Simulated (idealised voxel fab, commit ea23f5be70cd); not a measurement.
process module | voxel capacitor over wiring
cross-section cut | 290 nm wide | cells 5 nm
A cross-section is a grid of square cells, given in bands from the top down. A band is one or more rows of cells.
Each band's line starts with the height of the band's top and of its bottom, in nm. Then come its materials from left to right, each with its width in nm. One material with "throughout" fills the band from edge to edge. "air" is empty space.
Height 0 is the level under which the wafer as received is all one material. The lowest band goes on downwards, as in "0 down".
A width such as "30 to 40" changes by the same amount from each row of cells to the next, from the band's top row to its bottom row.
"no change" after a step means that no cell of the cross-section changed.
closed voids: empty space of 8 cells or more with no open way to the top, each as width x height at its distance from the left edge, in nm
after a step's settings: what the simulator itself notes on the step
overlay nm, on a step with a mask: how far to the right of its planned place the mask lay; to the left if negative
plan
1 op RECEIVE | material Si
2 op CONFORMAL_DEP | material SiO2 | thk nm 15
3 op CONFORMAL_DEP | material SiN | thk nm 5
4 op DIRECTIONAL_DEP | material SiO2 | thk nm 25
5 op PATTERN | tone open | mask id METAL_1 | material resist | width nm 30 | pitch nm 100 | thk nm 20 | overlay nm 0
6 op DIRECTIONAL_ETCH | etch materials SiO2 | depth nm 25
7 op DIRECTIONAL_ETCH | etch materials SiN | depth nm 5
8 op STRIP | etch materials resist
9 op CONFORMAL_DEP | material TiN | thk nm 5
10 op FILL_DEP | material Cu | thk nm 10
11 op CMP | height nm 45
12 op CONFORMAL_DEP | material SiCN | thk nm 5
13 op DIRECTIONAL_DEP | material SiO2 | thk nm 15
14 op MASKED_ETCH | tone open | mask id PLUG_1 | width nm 15 | etch materials SiO2 | depth nm 15 | overlay nm 0
15 op MASKED_ETCH | tone open | mask id PLUG_1 | width nm 15 | etch materials SiCN | depth nm 5 | overlay nm 0
16 op CONFORMAL_DEP | material TiN | thk nm 5
17 op FILL_DEP | material Cu | thk nm 10
18 op CMP | height nm 65
19 op DIRECTIONAL_DEP | material TiN | thk nm 10
20 op DIRECTIONAL_DEP | material Al2O3 | thk nm 5
21 op DIRECTIONAL_DEP | material TiN | thk nm 10
22 op MASKED_ETCH | tone cover | mask id UPPER_PLATE | width nm 75 | etch materials TiN | depth nm 10 | overlay nm 0
23 op MASKED_ETCH | tone cover | mask id UPPER_PLATE | width nm 75 | etch materials Al2O3 | depth nm 5 | overlay nm 0
24 op MASKED_ETCH | tone cover | mask id LOWER_PLATE | width nm 85 | etch materials TiN | depth nm 10 | overlay nm 0
25 op FILL_DEP | material SiO2 | thk nm 20
26 op CMP | height nm 105
27 op PATTERN | tone open | mask id PLUG_2 | material resist | width nm 15 | thk nm 20 | overlay nm 0
28 op DIRECTIONAL_ETCH | etch materials SiO2 | depth nm 15
29 op STRIP | etch materials resist
30 op CONFORMAL_DEP | material TiN | thk nm 5
31 op FILL_DEP | material W | thk nm 5
32 op CMP | height nm 105
33 op CONFORMAL_DEP | material SiCN | thk nm 5
first wafer, as planned
as received, after step 1
  0 down: Si throughout
  closed voids: none
after step 2
  15 to 0: SiO2 throughout
  below 0: unchanged
after step 3
  20 to 15: SiN throughout
  below 15: unchanged
after step 4
  45 to 20: SiO2 throughout
  below 20: unchanged
after step 5
  65 to 45: resist 80 | air 30 | resist 70 | air 30 | resist 80
  below 45: unchanged
after step 6
  65 to 45: resist 80 | air 30 | resist 70 | air 30 | resist 80
  45 to 20: SiO2 80 | air 30 | SiO2 70 | air 30 | SiO2 80
  below 20: unchanged
after step 7
  65 to 45: resist 80 | air 30 | resist 70 | air 30 | resist 80
  45 to 20: SiO2 80 | air 30 | SiO2 70 | air 30 | SiO2 80
  20 to 15: SiN 80 | air 30 | SiN 70 | air 30 | SiN 80
  below 15: unchanged
after step 8
  45 to 20: SiO2 80 | air 30 | SiO2 70 | air 30 | SiO2 80
  below 20: unchanged
after step 9
  50 to 45: TiN 85 | air 20 | TiN 80 | air 20 | TiN 85
  45 to 20: SiO2 80 | TiN 5 | air 20 | TiN 5 | SiO2 70 | TiN 5 | air 20 | TiN 5 | SiO2 80
  20 to 15: SiN 80 | TiN 30 | SiN 70 | TiN 30 | SiN 80
  below 15: unchanged
after step 10
  60 to 50: Cu throughout
  50 to 45: TiN 85 | Cu 20 | TiN 80 | Cu 20 | TiN 85
  45 to 20: SiO2 80 | TiN 5 | Cu 20 | TiN 5 | SiO2 70 | TiN 5 | Cu 20 | TiN 5 | SiO2 80
  below 20: unchanged
after step 11
  45 to 20: SiO2 80 | TiN 5 | Cu 20 | TiN 5 | SiO2 70 | TiN 5 | Cu 20 | TiN 5 | SiO2 80
  below 20: unchanged
after step 12
  50 to 45: SiCN throughout
  below 45: unchanged
after step 13
  65 to 50: SiO2 throughout
  below 50: unchanged
after step 14
  65 to 50: SiO2 95 | air 15 | SiO2 180
  below 50: unchanged
after step 15
  65 to 50: SiO2 95 | air 15 | SiO2 180
  50 to 45: SiCN 95 | air 15 | SiCN 180
  below 45: unchanged
after step 16
  70 to 65: TiN 100 | air 5 | TiN 185
  65 to 50: SiO2 95 | TiN 5 | air 5 | TiN 5 | SiO2 180
  50 to 45: SiCN 95 | TiN 15 | SiCN 180
  below 45: unchanged
after step 17
  80 to 70: Cu throughout
  70 to 65: TiN 100 | Cu 5 | TiN 185
  65 to 50: SiO2 95 | TiN 5 | Cu 5 | TiN 5 | SiO2 180
  below 50: unchanged
after step 18
  65 to 50: SiO2 95 | TiN 5 | Cu 5 | TiN 5 | SiO2 180
  below 50: unchanged
after step 19
  75 to 65: TiN throughout
  below 65: unchanged
after step 20
  80 to 75: Al2O3 throughout
  below 75: unchanged
after step 21
  90 to 80: TiN throughout
  below 80: unchanged
after step 22
  90 to 80: air 95 | TiN 75 | air 120
  below 80: unchanged
after step 23
  90 to 80: air 95 | TiN 75 | air 120
  80 to 75: air 95 | Al2O3 75 | air 120
  below 75: unchanged
after step 24
  90 to 80: air 95 | TiN 75 | air 120
  80 to 75: air 95 | Al2O3 75 | air 120
  75 to 65: air 90 | TiN 85 | air 115
  below 65: unchanged
after step 25
  110 to 90: SiO2 throughout
  90 to 80: SiO2 95 | TiN 75 | SiO2 120
  80 to 75: SiO2 95 | Al2O3 75 | SiO2 120
  75 to 65: SiO2 90 | TiN 85 | SiO2 115
  below 65: unchanged
after step 26
  105 to 90: SiO2 throughout
  below 90: unchanged
after step 27
  125 to 105: resist 105 | air 15 | resist 170
  below 105: unchanged
after step 28
  125 to 105: resist 105 | air 15 | resist 170
  105 to 90: SiO2 105 | air 15 | SiO2 170
  below 90: unchanged
after step 29
  105 to 90: SiO2 105 | air 15 | SiO2 170
  below 90: unchanged
after step 30
  110 to 105: TiN 110 | air 5 | TiN 175
  105 to 95: SiO2 105 | TiN 5 | air 5 | TiN 5 | SiO2 170
  95 to 90: SiO2 105 | TiN 15 | SiO2 170
  below 90: unchanged
after step 31
  115 to 110: W throughout
  110 to 105: TiN 110 | W 5 | TiN 175
  105 to 95: SiO2 105 | TiN 5 | W 5 | TiN 5 | SiO2 170
  below 95: unchanged
after step 32
  105 to 95: SiO2 105 | TiN 5 | W 5 | TiN 5 | SiO2 170
  below 95: unchanged
after step 33
  110 to 105: SiCN throughout
  below 105: unchanged
second wafer: like start, like plan, one mistake. Through step 20 it matches the first wafer
when step 21 should have ended
  95 to 80: TiN throughout
  below 80: unchanged
when step 22 should have ended
  95 to 85: air 95 | TiN 75 | air 120
  below 85: unchanged
when step 23 should have ended: no change
when step 24 should have ended
  95 to 85: air 95 | TiN 75 | air 120
  85 to 80: air 90 | TiN 85 | air 115
  below 80: unchanged
when step 25 should have ended
  115 to 95: SiO2 throughout
  95 to 85: SiO2 95 | TiN 75 | SiO2 120
  85 to 80: SiO2 90 | TiN 85 | SiO2 115
  below 80: unchanged
when step 26 should have ended
  105 to 95: SiO2 throughout
  below 95: unchanged
when step 27 should have ended
  125 to 105: resist 105 | air 15 | resist 170
  below 105: unchanged
when step 28 should have ended
  125 to 105: resist 105 | air 15 | resist 170
  105 to 95: SiO2 105 | air 15 | SiO2 170
  below 95: unchanged
when step 29 should have ended
  105 to 95: SiO2 105 | air 15 | SiO2 170
  below 95: unchanged
when step 30 should have ended
  110 to 105: TiN 110 | air 5 | TiN 175
  105 to 100: SiO2 105 | TiN 5 | air 5 | TiN 5 | SiO2 170
  100 to 95: SiO2 105 | TiN 15 | SiO2 170
  below 95: unchanged
when step 31 should have ended
  115 to 110: W throughout
  110 to 105: TiN 110 | W 5 | TiN 175
  105 to 100: SiO2 105 | TiN 5 | W 5 | TiN 5 | SiO2 170
  below 100: unchanged
when step 32 should have ended
  105 to 100: SiO2 105 | TiN 5 | W 5 | TiN 5 | SiO2 170
  below 100: unchanged
when step 33 should have ended
  110 to 105: SiCN throughout
  below 105: unchanged
what went wrong: step 21 ran as: op DIRECTIONAL_DEP | material TiN | thk nm 15
at the end the second wafer has, in cells: 43 more of Al2O3 | 139 fewer of SiO2 | 97 more of TiN | 1 fewer of W
